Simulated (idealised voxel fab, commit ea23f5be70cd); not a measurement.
process module | voxel capacitor over wiring
cross-section cut | 165 nm wide | cells 5 nm
A cross-section is a grid of square cells, given in bands from the top down. A band is one or more rows of cells.
Each band's line starts with the height of the band's top and of its bottom, in nm. Then come its materials from left to right, each with its width in nm. One material with "throughout" fills the band from edge to edge. "air" is empty space.
Height 0 is the level under which the wafer as received is all one material. The lowest band goes on downwards, as in "0 down".
A width such as "30 to 40" changes by the same amount from each row of cells to the next, from the band's top row to its bottom row.
"no change" after a step means that no cell of the cross-section changed.
closed voids: empty space of 8 cells or more with no open way to the top, each as width x height at its distance from the left edge, in nm
after a step's settings: what the simulator itself notes on the step
overlay nm, on a step with a mask: how far to the right of its planned place the mask lay; to the left if negative
plan
1 op RECEIVE | material Si
2 op CONFORMAL_DEP | material SiO2 | thk nm 15
3 op DIRECTIONAL_DEP | material TiN | thk nm 5
4 op DIRECTIONAL_DEP | material W | thk nm 15
5 op PATTERN | tone cover | mask id METAL_1 | material resist | width nm 30 | pitch nm 90 | thk nm 20 | overlay nm 0
6 op DIRECTIONAL_ETCH | etch materials W | depth nm 15
7 op DIRECTIONAL_ETCH | etch materials TiN | depth nm 5
8 op STRIP | etch materials resist
9 op CONFORMAL_DEP | material SiN | thk nm 5
10 op FILL_DEP | material lowk | thk nm 5
11 op CMP | height nm 35
12 op CONFORMAL_DEP | material SiCN | thk nm 5
13 op DIRECTIONAL_DEP | material lowk | thk nm 10
14 op PATTERN | tone open | mask id PLUG_1 | material resist | width nm 15 | thk nm 15 | overlay nm 0
15 op DIRECTIONAL_ETCH | etch materials lowk | depth nm 10
16 op DIRECTIONAL_ETCH | etch materials SiCN | depth nm 5
17 op STRIP | etch materials resist
18 op CONFORMAL_DEP | material TiN | thk nm 5
19 op FILL_DEP | material Cu | thk nm 5
20 op CMP | height nm 50
21 op DIRECTIONAL_DEP | material TiN | thk nm 10
22 op DIRECTIONAL_DEP | material SiN | thk nm 5
23 op DIRECTIONAL_DEP | material TiN | thk nm 5
24 op MASKED_ETCH | tone cover | mask id UPPER_PLATE | width nm 65 | etch materials TiN | depth nm 5 | overlay nm 0
25 op MASKED_ETCH | tone cover | mask id UPPER_PLATE | width nm 65 | etch materials SiN | depth nm 5 | overlay nm 0
26 op DIRECTIONAL_DEP | material aC | thk nm 10
27 op PATTERN | tone cover | mask id LOWER_PLATE | material resist | width nm 75 | thk nm 30 | overlay nm 0
28 op DIRECTIONAL_ETCH | etch materials aC | depth nm 10
29 op STRIP | etch materials resist
30 op DIRECTIONAL_ETCH | etch materials TiN | depth nm 10
31 op STRIP | etch materials aC
32 op FILL_DEP | material SiO2 | thk nm 20
33 op CMP | height nm 85
34 op DIRECTIONAL_DEP | material aC | thk nm 10
35 op PATTERN | tone open | mask id PLUG_2 | material resist | width nm 15 | thk nm 25 | overlay nm 0
36 op DIRECTIONAL_ETCH | etch materials aC | depth nm 10
37 op STRIP | etch materials resist
38 op DIRECTIONAL_ETCH | etch materials SiO2 | depth nm 15
39 op STRIP | etch materials aC
40 op CONFORMAL_DEP | material TiN | thk nm 5
41 op FILL_DEP | material Cu | thk nm 10
42 op CMP | height nm 85
43 op CONFORMAL_DEP | material SiN | thk nm 5
as received, after step 1
  0 down: Si throughout
  closed voids: none
a wafer at the end: this start, this plan, one mistake
  90 to 85: SiN throughout
  85 to 75: SiO2 45 | TiN 5 | Cu 5 | TiN 5 | SiO2 105
  75 to 65: SiO2 45 to 35 | TiN 15 to 65 | SiO2 105 to 65
  65 to 60: SiO2 35 | SiN 65 | SiO2 65
  60 to 50: SiO2 30 | TiN 75 | SiO2 60
  50 to 40: lowk 35 | TiN 5 | Cu 5 | TiN 5 | lowk 115
  40 to 35: SiCN 35 | TiN 15 | SiCN 115
  35 to 30: lowk 15 | SiN 40 | lowk 50 | SiN 40 | lowk 20
  30 to 20: lowk 15 | SiN 5 | W 30 | SiN 5 | lowk 50 | SiN 5 | W 30 | SiN 5 | lowk 20
  20 to 15: SiN 20 | W 30 | SiN 60 | W 30 | SiN 25
  15 to 0: SiO2 throughout
  0 down: Si throughout
  closed voids: none
what went wrong: step 3 was left out
